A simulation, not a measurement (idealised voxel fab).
The process module that follows is named voxel tone inversion.
The width of the displayed cross-section, cut, is 260 nm; its cells are square, with a size of 5 nm.
Cross-section spec: square-cell grid; bands listed top down; each band is one or more rows. Band: top height; bottom height; in nm. Then, left to right: material with width in nm, for each material. "everywhere": a single material spanning edge to edge. "air": empty space. Measure heights from 0. That's the level where, below it, the as-received wafer is all one material. The lowest band is bottomless and extends downward; write it as in "0 -> down". You'd read "30->40" like this: the band's top row of cells is as wide as the first number, its bottom row is as wide as the second, and going down, every row changes width by the same amount as the row before did. "nothing altered", as given for a step, is the statement that not any cell of the cross-section underwent a change during that step. "Closed internal cavities" - sealed voids, min. 8 cells, no opening to top; format: width x height at distance (distance from left edge; nm throughout). Formally, on a step line, whatever follows the settings is a remark that the simulator itself makes on the step. What "overlay nm" on a step's line means: if the step has a mask, that mask lay this far to the right of its planned place, or, when the value is negative, to the left.
Set out below are the planned steps of the process
- 1: RECEIVE (material Si)
- 2: CONFORMAL_DEP (material SiCN; thk nm 5)
- 3: DIRECTIONAL_DEP (material aC; thk nm 25)
- 4: PATTERN (tone cover; mask id POSTS; material resist; width nm 15; pitch nm 45; thk nm 30; overlay nm 0)
- 5: DIRECTIONAL_ETCH (etch materials aC; depth nm 25)
- 6: STRIP (etch materials resist)
- 7: FILL_DEP (material SiO2; thk nm 10)
- 8: CMP (height nm 30)
- 9: STRIP (etch materials aC)
- 10: CONFORMAL_DEP (material TiN; thk nm 5)
- 11: FILL_DEP (material Ru; thk nm 10)
- 12: CMP (height nm 30)
- 13: CONFORMAL_DEP (material SiCN; thk nm 5)
Every wafer here starts from the same state; it is the step 4 width nm that distinguishes them, and the value the plan gives belongs to the first wafer.
Cut through the first of several wafers as received, post step 1
> 0 -> down | Si everywhere
> Closed internal cavities: none
Here's the first of several wafers in cross-section, end of the module, after the last step, step 13
> 35 -> 30 | SiCN everywhere
> 30 -> 10 | SiO2: 75  TiN: 5  Ru: 5  TiN: 5  SiO2: 30  TiN: 5  Ru: 5  TiN: 5  SiO2: 30  TiN: 5  Ru: 5  TiN: 5  SiO2: 80
> 10 -> 5 | SiO2: 75  TiN: 15  SiO2: 30  TiN: 15  SiO2: 30  TiN: 15  SiO2: 80
> 5 -> 0 | SiCN everywhere
> 0 -> down | Si everywhere
> Closed internal cavities: none
Cross-sectional view of the final wafer of several at the module's end
> 35 -> 30 | SiCN everywhere
> 30 -> 10 | SiO2: 70  TiN: 5  Ru: 20  TiN: 5  SiO2: 15  TiN: 5  Ru: 20  TiN: 5  SiO2: 15  TiN: 5  Ru: 20  TiN: 5  SiO2: 70
> 10 -> 5 | SiO2: 70  TiN: 30  SiO2: 15  TiN: 30  SiO2: 15  TiN: 30  SiO2: 70
> 5 -> 0 | SiCN everywhere
> 0 -> down | Si everywhere
> Closed internal cavities: none
Basically each wafer gets a line in the table, showing it at the end of the module: material by material, the cells it gained (+) or lost (-) since we got it, then its closed voids
width nm 15; +12 Ru; +104 SiCN; +215 SiO2; +33 TiN; Closed internal cavities: none
width nm 20; +24 Ru; +104 SiCN; +200 SiO2; +36 TiN; Closed internal cavities: none
width nm 25; +36 Ru; +104 SiCN; +185 SiO2; +39 TiN; Closed internal cavities: none
width nm 30; +48 Ru; +104 SiCN; +170 SiO2; +42 TiN; Closed internal cavities: none
